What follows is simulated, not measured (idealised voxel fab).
This section sets out a process module, namely voxel transistor to metal.
Section cut is 175 nm wide and gridded with 5 nm square cells.
Each cross-section below is a grid of square cells, stated as bands in top-down order, with one or more rows of cells making up each band.
For a band, the entry starts with two heights in nm, that of the top and then that of the bottom, and carries on with the band's materials in order from left to right, each alongside its width in nm; the word "all across" beside a single material means it fills the band edge to edge, and "blank" means empty space.
Counting heights begins at 0, where everything beneath is, in the wafer as received, one material. The lowest band has no bottom; it goes on downwards, as "0 and below" shows.
Width "30 to 40": first value at the band's top row of cells, second value at its bottom row, equal change from row to row.
Any step labelled "no change" changed none of the cells in the cross-section.
This entry, "Closed void entries", enumerates those empty regions of no fewer than 8 cells that possess no open connection to the top. Each region is reported in the form width x height at distance, the distance being taken from the left edge, with all three quantities expressed in nm.
If you see something after the settings on a step's line, that's the simulator's own remark about that step.
A step line may carry the setting "overlay nm", which, for steps involving a mask, states the distance by which the mask lay to the right of its intended position; negative values denote displacement to the left.
**Here's what the planned process steps look like**
- 1: RECEIVE: material Si
- 2: CONFORMAL_DEP: material SiO2, thk nm 5
- 3: CONFORMAL_DEP: material SiN, thk nm 15
- 4: PATTERN: tone cover, mask id ACTIVE, material resist, width nm 105, thk nm 20, overlay nm 0
- 5: DIRECTIONAL_ETCH: etch materials SiN, depth nm 15
- 6: DIRECTIONAL_ETCH: etch materials SiO2, depth nm 5
- 7: DIRECTIONAL_ETCH: etch materials Si, depth nm 25
- 8: STRIP: etch materials resist
- 9: FILL_DEP: material SiO2, thk nm 15
- 10: CMP: height nm 20
- 11: SELECTIVE_ETCH: etch materials SiO2, depth nm 5
- 12: STRIP: etch materials SiN
- 13: SELECTIVE_ETCH: etch materials SiO2, depth nm 5
- 14: OXIDIZE: depth nm 5
- 15: DIRECTIONAL_DEP: material polySi, thk nm 20
- 16: DIRECTIONAL_DEP: material SiCN, thk nm 10
- 17: DIRECTIONAL_DEP: material aC, thk nm 15
- 18: PATTERN: tone cover, mask id GATE, material resist, width nm 25, thk nm 30, overlay nm 0
- 19: DIRECTIONAL_ETCH: etch materials aC, depth nm 15
- 20: STRIP: etch materials resist
- 21: DIRECTIONAL_ETCH: etch materials SiCN, depth nm 20
- 22: DIRECTIONAL_ETCH: etch materials polySi, depth nm 30
- 23: STRIP: etch materials aC
- 24: CONFORMAL_DEP: material SiN, thk nm 5
- 25: DIRECTIONAL_ETCH: etch materials SiN, depth nm 5
- 26: DIRECTIONAL_ETCH: etch materials SiO2, depth nm 5
- 27: EPI: material SiGe, thk nm 5
- 28: FILL_DEP: material SiO2, thk nm 5
- 29: CMP: height nm 20
- 30: STRIP: etch materials polySi
- 31: SELECTIVE_ETCH: etch materials SiO2, depth nm 5
- 32: CONFORMAL_DEP: material HfO2, thk nm 5
- 33: CONFORMAL_DEP: material TiN, thk nm 5
- 34: FILL_DEP: material W, thk nm 5
- 35: CMP: height nm 15
- 36: DIRECTIONAL_DEP: material SiO2, thk nm 10
- 37: DIRECTIONAL_DEP: material aC, thk nm 15
- 38: PATTERN: tone open, mask id CONTACT, material resist, width nm 20, pitch nm 75, thk nm 30, overlay nm 0
- 39: DIRECTIONAL_ETCH: etch materials aC, depth nm 15
- 40: STRIP: etch materials resist
- 41: DIRECTIONAL_ETCH: etch materials SiO2, depth nm 25
- 42: STRIP: etch materials aC
- 43: CONFORMAL_DEP: material TiN, thk nm 5
- 44: FILL_DEP: material W, thk nm 5
- 45: CMP: height nm 25
- 46: CONFORMAL_DEP: material SiCN, thk nm 5
- 47: DIRECTIONAL_DEP: material lowk, thk nm 15
- 48: PATTERN: tone open, mask id METAL_1, material resist, width nm 20, pitch nm 75, thk nm 15, overlay nm 0
- 49: DIRECTIONAL_ETCH: etch materials lowk, depth nm 15
- 50: DIRECTIONAL_ETCH: etch materials SiCN, depth nm 5
- 51: STRIP: etch materials resist
- 52: CONFORMAL_DEP: material TiN, thk nm 5
- 53: FILL_DEP: material Ru, thk nm 10
- 54: CMP: height nm 45
- 55: CONFORMAL_DEP: material SiCN, thk nm 5
- 56: DIRECTIONAL_DEP: material lowk, thk nm 25
- 57: DIRECTIONAL_DEP: material aC, thk nm 10
- 58: PATTERN: tone open, mask id METAL_2, material resist, width nm 20, pitch nm 75, thk nm 25, overlay nm 0
- 59: DIRECTIONAL_ETCH: etch materials aC, depth nm 10
- 60: STRIP: etch materials resist
- 61: DIRECTIONAL_ETCH: etch materials lowk, depth nm 15
- 62: STRIP: etch materials aC
- 63: PATTERN: tone open, mask id METAL_2_HOLES, material resist, width nm 15, pitch nm 75, thk nm 20, overlay nm 0
- 64: DIRECTIONAL_ETCH: etch materials lowk, depth nm 10
- 65: DIRECTIONAL_ETCH: etch materials SiCN, depth nm 5
- 66: STRIP: etch materials resist
- 67: CONFORMAL_DEP: material TiN, thk nm 5
- 68: FILL_DEP: material Ru, thk nm 5
- 69: CMP: height nm 75
- 70: CONFORMAL_DEP: material SiCN, thk nm 5
**Wafer as received: cross-section following step 1**
    0 and below = Si all across
    Closed void entries: none
**The plan above was carried out on the starting structure above with one mistake, and this cross-section shows the wafer at the end of the module**
    80 down to 75 = SiCN all across
    75 down to 65 = 40 of lowk, then 5 of TiN, then 10 of Ru, then 5 of TiN, then 55 of lowk, then 5 of TiN, then 10 of Ru, then 5 of TiN, then 40 of lowk
    65 down to 60 = 40 of lowk, then 5 of TiN, then 5 of Ru, then 10 of TiN, then 55 of lowk, then 5 of TiN, then 5 of Ru, then 10 of TiN, then 40 of lowk
    60 down to 50 = 40 of lowk, then 5 of TiN, then 5 of Ru, then 5 of TiN, then 60 of lowk, then 5 of TiN, then 5 of Ru, then 5 of TiN, then 45 of lowk
    50 down to 45 = 40 of SiCN, then 15 of TiN, then 60 of SiCN, then 15 of TiN, then 45 of SiCN
    45 down to 30 = 40 of lowk, then 5 of TiN, then 10 of Ru, then 5 of TiN, then 55 of lowk, then 5 of TiN, then 10 of Ru, then 5 of TiN, then 40 of lowk
    30 down to 25 = 40 of SiCN, then 20 of TiN, then 55 of SiCN, then 20 of TiN, then 40 of SiCN
    25 down to 15 = 40 of SiO2, then 5 of TiN, then 10 of W, then 5 of TiN, then 55 of SiO2, then 5 of TiN, then 10 of W, then 5 of TiN, then 40 of SiO2
    15 down to 10 = 40 of SiO2, then 5 of TiN, then 10 of W, then 5 of TiN, then 10 of SiO2, then 5 of SiN, then 5 of HfO2, then 15 of TiN, then 5 of HfO2, then 5 of SiN, then 10 of SiO2, then 5 of TiN, then 10 of W, then 5 of TiN, then 40 of SiO2
    10 down to 5 = 35 of SiO2, then 5 of SiN, then 5 of TiN, then 10 of W, then 5 of TiN, then 10 of SiO2, then 35 of HfO2, then 10 of SiO2, then 5 of TiN, then 10 of W, then 5 of TiN, then 5 of SiN, then 35 of SiO2
    5 down to 0 = 35 of SiO2, then 5 of SiN, then 20 of TiN, then 55 of SiO2, then 20 of TiN, then 5 of SiN, then 35 of SiO2
    0 down to -5 = 35 of SiGe, then 105 of SiO2, then 35 of SiGe
    -5 down to -25 = 35 of Si, then 105 of SiO2, then 35 of Si
    -25 and below = Si all across
    Closed void entries: none
Which mistake was made when the wafer was run? note that step 4 departed from the planned setting and was carried out as PATTERN: tone open, mask id ACTIVE, material resist, width nm 105, thk nm 20, overlay nm 0
